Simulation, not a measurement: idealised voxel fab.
Process module in this document: voxel ribs on slabs
160 nm wide, 5 nm square cells: that's cross-section cut.
When this document writes out a cross-section, it uses a grid of square cells and lists it as bands, beginning at the top and moving down, with a band standing for one or more rows of cells. Each band's line starts with the height of the band's top and of its bottom, in nm. Then come its materials from left to right, each with its width in nm. One material with "edge to edge" fills the band from edge to edge. "empty" is empty space. Heights are measured from 0, the level below which the as-received wafer is all one material; the lowest band has no bottom and continues downward, written as in "0 down". Width "30->40": first value at the band's top row of cells, second value at its bottom row, equal change from row to row. What does "no alteration" mean for a step? It means no cell of the cross-section changed in that step. Heads up: "Closed cavity list" only lists the empty pockets with no open path to the top that are 8 cells or more, and it writes them as width x height at distance, distance from the left edge, in nm. On a step's line, text after the settings is the simulator commenting on that step. A step line may carry the setting "overlay nm", which, for steps involving a mask, states the distance by which the mask lay to the right of its intended position; negative values denote displacement to the left.

Process steps - plan
1: RECEIVE with material Si
2: DIRECTIONAL_DEP with material SiO2, thk nm 20
3: DIRECTIONAL_DEP with material polySi, thk nm 20
4: PATTERN with tone cover, mask id RIB, material resist, width nm 30, thk nm 15, overlay nm 0
5: DIRECTIONAL_ETCH with etch materials polySi, depth nm 5
6: STRIP with etch materials resist
7: PATTERN with tone cover, mask id SLAB, material resist, width nm 60, thk nm 20, overlay nm 0
8: DIRECTIONAL_ETCH with etch materials polySi, depth nm 15
9: STRIP with etch materials resist
10: FILL_DEP with material SiO2, thk nm 20
11: CMP with height nm 50
12: DIRECTIONAL_DEP with material TiN, thk nm 10
13: PATTERN with tone cover, mask id HEATER, material resist, width nm 40, thk nm 15, overlay nm 0
14: DIRECTIONAL_ETCH with etch materials TiN, depth nm 10
15: STRIP with etch materials resist
16: CONFORMAL_DEP with material SiO2, thk nm 5

Cross-section of the wafer as it came to us, i.e., already through step 1
0 down: Si edge to edge
Closed cavity list: none

Look at the cross-section after the module: the wafer started out the way shown above and the plan was the one shown above, yet one mistake was made along the way
65 to 60: empty (55); SiO2 (50); empty (55)
60 to 55: empty (55); SiO2 (5); TiN (40); SiO2 (5); empty (55)
55 to 50: SiO2 (60); TiN (40); SiO2 (60)
50 to 35: SiO2 edge to edge
35 to 25: polySi (50); SiO2 (60); polySi (50)
25 to 20: polySi (50); SiO2 (15); polySi (30); SiO2 (15); polySi (50)
20 to 0: SiO2 edge to edge
0 down: Si edge to edge
Closed cavity list: none
It is concluded that the wafer was processed incorrectly with respect to the plan, in that step 7 ran as: PATTERN with tone open, mask id SLAB, material resist, width nm 60, thk nm 20, overlay nm 0
